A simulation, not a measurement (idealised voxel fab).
Presented below is a process module, voxel self aligned contacts.
The figure presents cross-section cut, which has a width of 185 nm and is divided into square cells with an edge length of 5 nm.
The cross-sections in this document take the form of a grid made of square cells. They are written out as bands, in order from top to bottom. Each band consists of one or more rows of cells. Band entry format. Leading values: height of top, height of bottom, nm. Remainder: materials in left-to-right order, each with its width in nm. Special words: "throughout" on a single material, which then fills the band edge to edge; "blank", empty space. Heights are reckoned from 0. Under this level, the received wafer is all of one material. The bottommost band is open-ended downward, for example "z 0 and below". The width entry "30->40" should be interpreted row by row: the top row of cells in the band takes the first number, the bottom row takes the second number, and the change between adjacent rows is uniform throughout. "all unchanged" for a step: no cell of the cross-section changed in that step. Look at "Sealed-off cavities" for the closed voids: empty spaces with no open path to the top, sized 8 cells or up. Each is width x height at distance, distance from the left edge, all nm. Where a step's line continues beyond its settings, the continuation is a remark by the simulator itself on that step. overlay nm: for a step with a mask, the amount by which the mask lay right of where it was planned; a negative amount means left of it.
These are the steps we planned for the process
1,RECEIVE, material Si
2,CONFORMAL_DEP, material SiO2, thk nm 5
3,DIRECTIONAL_DEP, material polySi, thk nm 20
4,DIRECTIONAL_DEP, material SiN, thk nm 15
5,PATTERN, tone cover, mask id GATE, material resist, width nm 30, pitch nm 60, thk nm 15, overlay nm 0
6,DIRECTIONAL_ETCH, etch materials SiN, depth nm 15
7,DIRECTIONAL_ETCH, etch materials polySi, depth nm 20
8,STRIP, etch materials resist
9,CONFORMAL_DEP, material SiN, thk nm 5
10,DIRECTIONAL_ETCH, etch materials SiN, depth nm 5
11,FILL_DEP, material SiO2, thk nm 15
12,CMP, height nm 45
13,MASKED_ETCH, tone open, mask id CONTACT, width nm 40, pitch nm 60, etch materials SiO2, depth nm 45, overlay nm 0
14,CONFORMAL_DEP, material TiN, thk nm 5
15,FILL_DEP, material W, thk nm 5
16,CMP, height nm 45
17,CONFORMAL_DEP, material SiCN, thk nm 5
First of two wafers - as planned
Incoming wafer, cross-sectional view, post step 1
  z 0 and below  Si throughout
  Sealed-off cavities: none
After step 2: wafer cross-section
  z 5 to 0  SiO2 throughout
  Nothing below the height 0 has changed.
After step 3: wafer cross-section
  z 25 to 5  polySi throughout
  Nothing below the height 5 has changed.
After step 4: wafer cross-section
  z 40 to 25  SiN throughout
  Nothing below the height 25 has changed.
After step 5: wafer cross-section
  z 55 to 40  15 nm blank, then 30 nm resist, then 30 nm blank, then 30 nm resist, then 30 nm blank, then 30 nm resist, then 20 nm blank
  Nothing below the height 40 has changed.
After step 6: wafer cross-section
  z 55 to 40  15 nm blank, then 30 nm resist, then 30 nm blank, then 30 nm resist, then 30 nm blank, then 30 nm resist, then 20 nm blank
  z 40 to 25  15 nm blank, then 30 nm SiN, then 30 nm blank, then 30 nm SiN, then 30 nm blank, then 30 nm SiN, then 20 nm blank
  Nothing below the height 25 has changed.
After step 7: wafer cross-section
  z 55 to 40  15 nm blank, then 30 nm resist, then 30 nm blank, then 30 nm resist, then 30 nm blank, then 30 nm resist, then 20 nm blank
  z 40 to 25  15 nm blank, then 30 nm SiN, then 30 nm blank, then 30 nm SiN, then 30 nm blank, then 30 nm SiN, then 20 nm blank
  z 25 to 5  15 nm blank, then 30 nm polySi, then 30 nm blank, then 30 nm polySi, then 30 nm blank, then 30 nm polySi, then 20 nm blank
  Nothing below the height 5 has changed.
After step 8: wafer cross-section
  z 40 to 25  15 nm blank, then 30 nm SiN, then 30 nm blank, then 30 nm SiN, then 30 nm blank, then 30 nm SiN, then 20 nm blank
  Nothing below the height 25 has changed.
After step 9: wafer cross-section
  z 45 to 25  10 nm blank, then 40 nm SiN, then 20 nm blank, then 40 nm SiN, then 20 nm blank, then 40 nm SiN, then 15 nm blank
  z 25 to 10  10 nm blank, then 5 nm SiN, then 30 nm polySi, then 5 nm SiN, then 20 nm blank, then 5 nm SiN, then 30 nm polySi, then 5 nm SiN, then 20 nm blank, then 5 nm SiN, then 30 nm polySi, then 5 nm SiN, then 15 nm blank
  z 10 to 5  15 nm SiN, then 30 nm polySi, then 30 nm SiN, then 30 nm polySi, then 30 nm SiN, then 30 nm polySi, then 20 nm SiN
  Nothing below the height 5 has changed.
After step 10: wafer cross-section
  z 40 to 25  10 nm blank, then 40 nm SiN, then 20 nm blank, then 40 nm SiN, then 20 nm blank, then 40 nm SiN, then 15 nm blank
  z 25 to 5  10 nm blank, then 5 nm SiN, then 30 nm polySi, then 5 nm SiN, then 20 nm blank, then 5 nm SiN, then 30 nm polySi, then 5 nm SiN, then 20 nm blank, then 5 nm SiN, then 30 nm polySi, then 5 nm SiN, then 15 nm blank
  Nothing below the height 5 has changed.
After step 11: wafer cross-section
  z 55 to 40  SiO2 throughout
  z 40 to 25  10 nm SiO2, then 40 nm SiN, then 20 nm SiO2, then 40 nm SiN, then 20 nm SiO2, then 40 nm SiN, then 15 nm SiO2
  z 25 to 5  10 nm SiO2, then 5 nm SiN, then 30 nm polySi, then 5 nm SiN, then 20 nm SiO2, then 5 nm SiN, then 30 nm polySi, then 5 nm SiN, then 20 nm SiO2, then 5 nm SiN, then 30 nm polySi, then 5 nm SiN, then 15 nm SiO2
  Nothing below the height 5 has changed.
After step 12: wafer cross-section
  z 45 to 40  SiO2 throughout
  Nothing below the height 40 has changed.
After step 13: wafer cross-section
  z 45 to 40  40 nm SiO2, then 40 nm blank, then 20 nm SiO2, then 40 nm blank, then 45 nm SiO2
  z 40 to 25  10 nm SiO2, then 40 nm SiN, then 20 nm blank, then 40 nm SiN, then 20 nm blank, then 40 nm SiN, then 15 nm SiO2
  z 25 to 5  10 nm SiO2, then 5 nm SiN, then 30 nm polySi, then 5 nm SiN, then 20 nm blank, then 5 nm SiN, then 30 nm polySi, then 5 nm SiN, then 20 nm blank, then 5 nm SiN, then 30 nm polySi, then 5 nm SiN, then 15 nm SiO2
  z 5 to 0  50 nm SiO2, then 20 nm blank, then 40 nm SiO2, then 20 nm blank, then 55 nm SiO2
  Nothing below the height 0 has changed.
After step 14: wafer cross-section
  z 50 to 45  45 nm TiN, then 30 nm blank, then 30 nm TiN, then 30 nm blank, then 50 nm TiN
  z 45 to 40  40 nm SiO2, then 15 nm TiN, then 10 nm blank, then 15 nm TiN, then 20 nm SiO2, then 15 nm TiN, then 10 nm blank, then 15 nm TiN, then 45 nm SiO2
  z 40 to 25  10 nm SiO2, then 40 nm SiN, then 5 nm TiN, then 10 nm blank, then 5 nm TiN, then 40 nm SiN, then 5 nm TiN, then 10 nm blank, then 5 nm TiN, then 40 nm SiN, then 15 nm SiO2
  z 25 to 5  10 nm SiO2, then 5 nm SiN, then 30 nm polySi, then 5 nm SiN, then 5 nm TiN, then 10 nm blank, then 5 nm TiN, then 5 nm SiN, then 30 nm polySi, then 5 nm SiN, then 5 nm TiN, then 10 nm blank, then 5 nm TiN, then 5 nm SiN, then 30 nm polySi, then 5 nm SiN, then 15 nm SiO2
  z 5 to 0  50 nm SiO2, then 20 nm TiN, then 40 nm SiO2, then 20 nm TiN, then 55 nm SiO2
  Nothing below the height 0 has changed.
After step 15: wafer cross-section
  z 55 to 50  W throughout
  z 50 to 45  45 nm TiN, then 30 nm W, then 30 nm TiN, then 30 nm W, then 50 nm TiN
  z 45 to 40  40 nm SiO2, then 15 nm TiN, then 10 nm W, then 15 nm TiN, then 20 nm SiO2, then 15 nm TiN, then 10 nm W, then 15 nm TiN, then 45 nm SiO2
  z 40 to 25  10 nm SiO2, then 40 nm SiN, then 5 nm TiN, then 10 nm W, then 5 nm TiN, then 40 nm SiN, then 5 nm TiN, then 10 nm W, then 5 nm TiN, then 40 nm SiN, then 15 nm SiO2
  z 25 to 5  10 nm SiO2, then 5 nm SiN, then 30 nm polySi, then 5 nm SiN, then 5 nm TiN, then 10 nm W, then 5 nm TiN, then 5 nm SiN, then 30 nm polySi, then 5 nm SiN, then 5 nm TiN, then 10 nm W, then 5 nm TiN, then 5 nm SiN, then 30 nm polySi, then 5 nm SiN, then 15 nm SiO2
  Nothing below the height 5 has changed.
After step 16: wafer cross-section
  z 45 to 40  40 nm SiO2, then 15 nm TiN, then 10 nm W, then 15 nm TiN, then 20 nm SiO2, then 15 nm TiN, then 10 nm W, then 15 nm TiN, then 45 nm SiO2
  Nothing below the height 40 has changed.
After step 17: wafer cross-section
  z 50 to 45  SiCN throughout
  Nothing below the height 45 has changed.
Wafer two of the pair: same origin, same plan, one error during the run; identical to wafer one up to and including step 8
Second wafer at the planned finish of step 9, seen in cross-section: all unchanged
Second wafer at the planned finish of step 10, seen in cross-section
  z 35 to 25  15 nm blank, then 30 nm SiN, then 30 nm blank, then 30 nm SiN, then 30 nm blank, then 30 nm SiN, then 20 nm blank
  Nothing below the height 25 has changed.
Second wafer at the planned finish of step 11, seen in cross-section
  z 50 to 35  SiO2 throughout
  z 35 to 25  15 nm SiO2, then 30 nm SiN, then 30 nm SiO2, then 30 nm SiN, then 30 nm SiO2, then 30 nm SiN, then 20 nm SiO2
  z 25 to 5  15 nm SiO2, then 30 nm polySi, then 30 nm SiO2, then 30 nm polySi, then 30 nm SiO2, then 30 nm polySi, then 20 nm SiO2
  Nothing below the height 5 has changed.
Second wafer at the planned finish of step 12, seen in cross-section
  z 45 to 35  SiO2 throughout
  Nothing below the height 35 has changed.
Second wafer at the planned finish of step 13, seen in cross-section
  z 45 to 35  40 nm SiO2, then 40 nm blank, then 20 nm SiO2, then 40 nm blank, then 45 nm SiO2
  z 35 to 25  15 nm SiO2, then 30 nm SiN, then 30 nm blank, then 30 nm SiN, then 30 nm blank, then 30 nm SiN, then 20 nm SiO2
  z 25 to 5  15 nm SiO2, then 30 nm polySi, then 30 nm blank, then 30 nm polySi, then 30 nm blank, then 30 nm polySi, then 20 nm SiO2
  z 5 to 0  45 nm SiO2, then 30 nm blank, then 30 nm SiO2, then 30 nm blank, then 50 nm SiO2
  Nothing below the height 0 has changed.
Second wafer at the planned finish of step 14, seen in cross-section
  z 50 to 45  45 nm TiN, then 30 nm blank, then 30 nm TiN, then 30 nm blank, then 50 nm TiN
  z 45 to 35  40 nm SiO2, then 5->10 nm TiN, then 30->20 nm blank, then 5->10 nm TiN, then 20 nm SiO2, then 5->10 nm TiN, then 30->20 nm blank, then 5->10 nm TiN, then 45 nm SiO2
  z 35 to 25  15 nm SiO2, then 30 nm SiN, then 5 nm TiN, then 20 nm blank, then 5 nm TiN, then 30 nm SiN, then 5 nm TiN, then 20 nm blank, then 5 nm TiN, then 30 nm SiN, then 20 nm SiO2
  z 25 to 5  15 nm SiO2, then 30 nm polySi, then 5 nm TiN, then 20 nm blank, then 5 nm TiN, then 30 nm polySi, then 5 nm TiN, then 20 nm blank, then 5 nm TiN, then 30 nm polySi, then 20 nm SiO2
  z 5 to 0  45 nm SiO2, then 30 nm TiN, then 30 nm SiO2, then 30 nm TiN, then 50 nm SiO2
  Nothing below the height 0 has changed.
Second wafer at the planned finish of step 15, seen in cross-section
  z 55 to 50  W throughout
  z 50 to 45  45 nm TiN, then 30 nm W, then 30 nm TiN, then 30 nm W, then 50 nm TiN
  z 45 to 35  40 nm SiO2, then 5->10 nm TiN, then 30->20 nm W, then 5->10 nm TiN, then 20 nm SiO2, then 5->10 nm TiN, then 30->20 nm W, then 5->10 nm TiN, then 45 nm SiO2
  z 35 to 25  15 nm SiO2, then 30 nm SiN, then 5 nm TiN, then 20 nm W, then 5 nm TiN, then 30 nm SiN, then 5 nm TiN, then 20 nm W, then 5 nm TiN, then 30 nm SiN, then 20 nm SiO2
  z 25 to 5  15 nm SiO2, then 30 nm polySi, then 5 nm TiN, then 20 nm W, then 5 nm TiN, then 30 nm polySi, then 5 nm TiN, then 20 nm W, then 5 nm TiN, then 30 nm polySi, then 20 nm SiO2
  Nothing below the height 5 has changed.
Second wafer at the planned finish of step 16, seen in cross-section
  z 45 to 35  40 nm SiO2, then 5->10 nm TiN, then 30->20 nm W, then 5->10 nm TiN, then 20 nm SiO2, then 5->10 nm TiN, then 30->20 nm W, then 5->10 nm TiN, then 45 nm SiO2
  Nothing below the height 35 has changed.
Second wafer at the planned finish of step 17, seen in cross-section
  z 50 to 45  SiCN throughout
  Nothing below the height 45 has changed.
Processing error: step 9 of the plan was excluded from execution and never run
Count the cells at the end and the second wafer has more or fewer of some materials than the first: SiN -60 | SiO2 +24 | W +36
